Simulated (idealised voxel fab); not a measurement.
Title: Process Module voxel self aligned vias
Square cell edge 5 nm, section width 230 nm, ID cut.
Cross-section = grid of square cells, listed top down in bands; band = one or more rows. What a band's entry tells you: where the top is and where the bottom is, as heights in nm, and after that what lies inside, material by material from left to right, each with its width in nm. Empty space is written as the word "blank", and a single material marked with the word "everywhere" occupies the band from edge to edge. The reference from which all heights are counted is 0, the level beneath which the as-received wafer is entirely one material; the lowest band, having no lower bound, proceeds downward and is written after the example "from 0 down". Top row gets the first number, bottom row gets the second, and each row in between changes by the same step: that is how a band width like "30->40" works. No cell of the cross-section changed in a step that is given as "all unchanged". "Closed voids list" enumerates empty spaces isolated from the top, with no open way to it, that contain at least 8 cells, giving each as width x height at distance from the left edge, all three in nm. Past the settings on a step's line: simulator remark, on that step. overlay nm: how far to the right of its planned place the mask lay on this masked step (negative: to the left).

## The following list gives the planned process steps
1 RECEIVE,material Si
2 CONFORMAL_DEP,material SiO2,thk nm 10
3 CONFORMAL_DEP,material SiCN,thk nm 5
4 DIRECTIONAL_DEP,material SiO2,thk nm 25
5 PATTERN,tone open,mask id LINES,material resist,width nm 20,pitch nm 55,thk nm 20,overlay nm 0
6 DIRECTIONAL_ETCH,etch materials SiO2,depth nm 25
7 STRIP,etch materials resist
8 CONFORMAL_DEP,material TiN,thk nm 5
9 FILL_DEP,material W,thk nm 5
10 CMP,height nm 40
11 SELECTIVE_ETCH,etch materials W Ru TiN,depth nm 10
12 FILL_DEP,material SiN,thk nm 10
13 CMP,height nm 40
14 DIRECTIONAL_DEP,material SiO2,thk nm 20
15 DIRECTIONAL_DEP,material aC,thk nm 15
16 PATTERN,tone open,mask id VIAS,material resist,width nm 40,pitch nm 55,thk nm 30,overlay nm 0
17 DIRECTIONAL_ETCH,etch materials aC,depth nm 15
18 STRIP,etch materials resist
19 DIRECTIONAL_ETCH,etch materials SiO2,depth nm 20
20 DIRECTIONAL_ETCH,etch materials SiN,depth nm 10
21 STRIP,etch materials aC
22 CONFORMAL_DEP,material TiN,thk nm 5
23 FILL_DEP,material Ru,thk nm 5
24 CMP,height nm 60
25 CONFORMAL_DEP,material SiCN,thk nm 5

## First of two wafers, processed according to plan

## Delivered wafer in cross-section: state after step 1
  from 0 down  Si everywhere
  Closed voids list: none

## Once step 2 is through, the wafer looks like this in cross-section
  from 10 to 0  SiO2 everywhere
  Whatever lies below 0 is exactly as it was before.

## Once step 3 is through, the wafer looks like this in cross-section
  from 15 to 10  SiCN everywhere
  Whatever lies below 10 is exactly as it was before.

## Once step 4 is through, the wafer looks like this in cross-section
  from 40 to 15  SiO2 everywhere
  Whatever lies below 15 is exactly as it was before.

## Once step 5 is through, the wafer looks like this in cross-section
  from 60 to 40  75 of resist; 20 of blank; 35 of resist; 20 of blank; 80 of resist
  Whatever lies below 40 is exactly as it was before.

## Once step 6 is through, the wafer looks like this in cross-section
  from 60 to 40  75 of resist; 20 of blank; 35 of resist; 20 of blank; 80 of resist
  from 40 to 15  75 of SiO2; 20 of blank; 35 of SiO2; 20 of blank; 80 of SiO2
  Whatever lies below 15 is exactly as it was before.

## Once step 7 is through, the wafer looks like this in cross-section
  from 40 to 15  75 of SiO2; 20 of blank; 35 of SiO2; 20 of blank; 80 of SiO2
  Whatever lies below 15 is exactly as it was before.

## Once step 8 is through, the wafer looks like this in cross-section
  from 45 to 40  80 of TiN; 10 of blank; 45 of TiN; 10 of blank; 85 of TiN
  from 40 to 20  75 of SiO2; 5 of TiN; 10 of blank; 5 of TiN; 35 of SiO2; 5 of TiN; 10 of blank; 5 of TiN; 80 of SiO2
  from 20 to 15  75 of SiO2; 20 of TiN; 35 of SiO2; 20 of TiN; 80 of SiO2
  Whatever lies below 15 is exactly as it was before.

## Once step 9 is through, the wafer looks like this in cross-section
  from 50 to 45  W everywhere
  from 45 to 40  80 of TiN; 10 of W; 45 of TiN; 10 of W; 85 of TiN
  from 40 to 20  75 of SiO2; 5 of TiN; 10 of W; 5 of TiN; 35 of SiO2; 5 of TiN; 10 of W; 5 of TiN; 80 of SiO2
  Whatever lies below 20 is exactly as it was before.

## Once step 10 is through, the wafer looks like this in cross-section
  from 40 to 20  75 of SiO2; 5 of TiN; 10 of W; 5 of TiN; 35 of SiO2; 5 of TiN; 10 of W; 5 of TiN; 80 of SiO2
  Whatever lies below 20 is exactly as it was before.

## Once step 11 is through, the wafer looks like this in cross-section
  from 40 to 30  75 of SiO2; 20 of blank; 35 of SiO2; 20 of blank; 80 of SiO2
  Whatever lies below 30 is exactly as it was before.

## Once step 12 is through, the wafer looks like this in cross-section
  from 50 to 40  SiN everywhere
  from 40 to 30  75 of SiO2; 20 of SiN; 35 of SiO2; 20 of SiN; 80 of SiO2
  Whatever lies below 30 is exactly as it was before.

## Once step 13 is through, the wafer looks like this in cross-section
  from 40 to 30  75 of SiO2; 20 of SiN; 35 of SiO2; 20 of SiN; 80 of SiO2
  Whatever lies below 30 is exactly as it was before.

## Once step 14 is through, the wafer looks like this in cross-section
  from 60 to 40  SiO2 everywhere
  Whatever lies below 40 is exactly as it was before.

## Once step 15 is through, the wafer looks like this in cross-section
  from 75 to 60  aC everywhere
  Whatever lies below 60 is exactly as it was before.

## Once step 16 is through, the wafer looks like this in cross-section
  from 105 to 75  65 of resist; 40 of blank; 15 of resist; 40 of blank; 70 of resist
  Whatever lies below 75 is exactly as it was before.

## Once step 17 is through, the wafer looks like this in cross-section
  from 90 to 75  65 of resist; 40 of blank; 15 of resist; 40 of blank; 70 of resist
  from 75 to 60  65 of aC; 40 of blank; 15 of aC; 40 of blank; 70 of aC
  Whatever lies below 60 is exactly as it was before.

## Once step 18 is through, the wafer looks like this in cross-section
  from 75 to 60  65 of aC; 40 of blank; 15 of aC; 40 of blank; 70 of aC
  Whatever lies below 60 is exactly as it was before.

## Once step 19 is through, the wafer looks like this in cross-section
  from 75 to 60  65 of aC; 40 of blank; 15 of aC; 40 of blank; 70 of aC
  from 60 to 40  65 of SiO2; 40 of blank; 15 of SiO2; 40 of blank; 70 of SiO2
  Whatever lies below 40 is exactly as it was before.

## Once step 20 is through, the wafer looks like this in cross-section
  from 75 to 60  65 of aC; 40 of blank; 15 of aC; 40 of blank; 70 of aC
  from 60 to 40  65 of SiO2; 40 of blank; 15 of SiO2; 40 of blank; 70 of SiO2
  from 40 to 30  75 of SiO2; 20 of blank; 35 of SiO2; 20 of blank; 80 of SiO2
  Whatever lies below 30 is exactly as it was before.

## Once step 21 is through, the wafer looks like this in cross-section
  from 60 to 40  65 of SiO2; 40 of blank; 15 of SiO2; 40 of blank; 70 of SiO2
  Whatever lies below 40 is exactly as it was before.

## Once step 22 is through, the wafer looks like this in cross-section
  from 65 to 60  70 of TiN; 30 of blank; 25 of TiN; 30 of blank; 75 of TiN
  from 60 to 45  65 of SiO2; 5 of TiN; 30 of blank; 5 of TiN; 15 of SiO2; 5 of TiN; 30 of blank; 5 of TiN; 70 of SiO2
  from 45 to 35  65->75 of SiO2; 15->5 of TiN; 10 of blank; 15->5 of TiN; 15->35 of SiO2; 15->5 of TiN; 10 of blank; 15->5 of TiN; 70->80 of SiO2
  from 35 to 30  75 of SiO2; 20 of TiN; 35 of SiO2; 20 of TiN; 80 of SiO2
  Whatever lies below 30 is exactly as it was before.

## Once step 23 is through, the wafer looks like this in cross-section
  from 70 to 65  Ru everywhere
  from 65 to 60  70 of TiN; 30 of Ru; 25 of TiN; 30 of Ru; 75 of TiN
  from 60 to 45  65 of SiO2; 5 of TiN; 30 of Ru; 5 of TiN; 15 of SiO2; 5 of TiN; 30 of Ru; 5 of TiN; 70 of SiO2
  from 45 to 35  65->75 of SiO2; 15->5 of TiN; 10 of Ru; 15->5 of TiN; 15->35 of SiO2; 15->5 of TiN; 10 of Ru; 15->5 of TiN; 70->80 of SiO2
  Whatever lies below 35 is exactly as it was before.

## Once step 24 is through, the wafer looks like this in cross-section
  from 60 to 45  65 of SiO2; 5 of TiN; 30 of Ru; 5 of TiN; 15 of SiO2; 5 of TiN; 30 of Ru; 5 of TiN; 70 of SiO2
  Whatever lies below 45 is exactly as it was before.

## Once step 25 is through, the wafer looks like this in cross-section
  from 65 to 60  SiCN everywhere
  Whatever lies below 60 is exactly as it was before.

## It is to be noted that the second wafer proceeded from the same initial state and according to the same plan as the first, although one mistake was committed in its execution; through step 4, inclusive, the two wafers share an identical history

## when step 5 should have ended
  from 60 to 40  65 of resist; 20 of blank; 35 of resist; 20 of blank; 90 of resist
  Whatever lies below 40 is exactly as it was before.

## when step 6 should have ended
  from 60 to 40  65 of resist; 20 of blank; 35 of resist; 20 of blank; 90 of resist
  from 40 to 15  65 of SiO2; 20 of blank; 35 of SiO2; 20 of blank; 90 of SiO2
  Whatever lies below 15 is exactly as it was before.

## when step 7 should have ended
  from 40 to 15  65 of SiO2; 20 of blank; 35 of SiO2; 20 of blank; 90 of SiO2
  Whatever lies below 15 is exactly as it was before.

## when step 8 should have ended
  from 45 to 40  70 of TiN; 10 of blank; 45 of TiN; 10 of blank; 95 of TiN
  from 40 to 20  65 of SiO2; 5 of TiN; 10 of blank; 5 of TiN; 35 of SiO2; 5 of TiN; 10 of blank; 5 of TiN; 90 of SiO2
  from 20 to 15  65 of SiO2; 20 of TiN; 35 of SiO2; 20 of TiN; 90 of SiO2
  Whatever lies below 15 is exactly as it was before.

## when step 9 should have ended
  from 50 to 45  W everywhere
  from 45 to 40  70 of TiN; 10 of W; 45 of TiN; 10 of W; 95 of TiN
  from 40 to 20  65 of SiO2; 5 of TiN; 10 of W; 5 of TiN; 35 of SiO2; 5 of TiN; 10 of W; 5 of TiN; 90 of SiO2
  Whatever lies below 20 is exactly as it was before.

## when step 10 should have ended
  from 40 to 20  65 of SiO2; 5 of TiN; 10 of W; 5 of TiN; 35 of SiO2; 5 of TiN; 10 of W; 5 of TiN; 90 of SiO2
  Whatever lies below 20 is exactly as it was before.

## when step 11 should have ended
  from 40 to 30  65 of SiO2; 20 of blank; 35 of SiO2; 20 of blank; 90 of SiO2
  Whatever lies below 30 is exactly as it was before.

## when step 12 should have ended
  from 50 to 40  SiN everywhere
  from 40 to 30  65 of SiO2; 20 of SiN; 35 of SiO2; 20 of SiN; 90 of SiO2
  Whatever lies below 30 is exactly as it was before.

## when step 13 should have ended
  from 40 to 30  65 of SiO2; 20 of SiN; 35 of SiO2; 20 of SiN; 90 of SiO2
  Whatever lies below 30 is exactly as it was before.

## when step 14 should have ended
  from 60 to 40  SiO2 everywhere
  Whatever lies below 40 is exactly as it was before.

## when step 15 should have ended
  from 75 to 60  aC everywhere
  Whatever lies below 60 is exactly as it was before.

## when step 16 should have ended
  from 105 to 75  65 of resist; 40 of blank; 15 of resist; 40 of blank; 70 of resist
  Whatever lies below 75 is exactly as it was before.

## when step 17 should have ended
  from 90 to 75  65 of resist; 40 of blank; 15 of resist; 40 of blank; 70 of resist
  from 75 to 60  65 of aC; 40 of blank; 15 of aC; 40 of blank; 70 of aC
  Whatever lies below 60 is exactly as it was before.

## when step 18 should have ended
  from 75 to 60  65 of aC; 40 of blank; 15 of aC; 40 of blank; 70 of aC
  Whatever lies below 60 is exactly as it was before.

## when step 19 should have ended
  from 75 to 60  65 of aC; 40 of blank; 15 of aC; 40 of blank; 70 of aC
  from 60 to 40  65 of SiO2; 40 of blank; 15 of SiO2; 40 of blank; 70 of SiO2
  Whatever lies below 40 is exactly as it was before.

## when step 20 should have ended
  from 75 to 60  65 of aC; 40 of blank; 15 of aC; 40 of blank; 70 of aC
  from 60 to 40  65 of SiO2; 40 of blank; 15 of SiO2; 40 of blank; 70 of SiO2
  from 40 to 30  65 of SiO2; 20 of blank; 35 of SiO2; 20 of blank; 90 of SiO2
  Whatever lies below 30 is exactly as it was before.

## when step 21 should have ended
  from 60 to 40  65 of SiO2; 40 of blank; 15 of SiO2; 40 of blank; 70 of SiO2
  Whatever lies below 40 is exactly as it was before.

## when step 22 should have ended
  from 65 to 60  70 of TiN; 30 of blank; 25 of TiN; 30 of blank; 75 of TiN
  from 60 to 45  65 of SiO2; 5 of TiN; 30 of blank; 5 of TiN; 15 of SiO2; 5 of TiN; 30 of blank; 5 of TiN; 70 of SiO2
  from 45 to 35  65 of SiO2; 5 of TiN; 10 of blank; 25->5 of TiN; 15->35 of SiO2; 5 of TiN; 10 of blank; 25->5 of TiN; 70->90 of SiO2
  from 35 to 30  65 of SiO2; 20 of TiN; 35 of SiO2; 20 of TiN; 90 of SiO2
  Whatever lies below 30 is exactly as it was before.

## when step 23 should have ended
  from 70 to 65  Ru everywhere
  from 65 to 60  70 of TiN; 30 of Ru; 25 of TiN; 30 of Ru; 75 of TiN
  from 60 to 45  65 of SiO2; 5 of TiN; 30 of Ru; 5 of TiN; 15 of SiO2; 5 of TiN; 30 of Ru; 5 of TiN; 70 of SiO2
  from 45 to 35  65 of SiO2; 5 of TiN; 10 of Ru; 25->5 of TiN; 15->35 of SiO2; 5 of TiN; 10 of Ru; 25->5 of TiN; 70->90 of SiO2
  Whatever lies below 35 is exactly as it was before.

## when step 24 should have ended
  from 60 to 45  65 of SiO2; 5 of TiN; 30 of Ru; 5 of TiN; 15 of SiO2; 5 of TiN; 30 of Ru; 5 of TiN; 70 of SiO2
  Whatever lies below 45 is exactly as it was before.

## when step 25 should have ended
  from 65 to 60  SiCN everywhere
  Whatever lies below 60 is exactly as it was before.
Heads up, the wafer didn't run the way we planned it: heads up, step 5 didn't go per plan, it actually ran as PATTERN,tone open,mask id LINES,material resist,width nm 20,pitch nm 55,thk nm 20,overlay nm -10
At the end, the second wafer has the same number of cells of each material as the first, but those cells sit in other places.
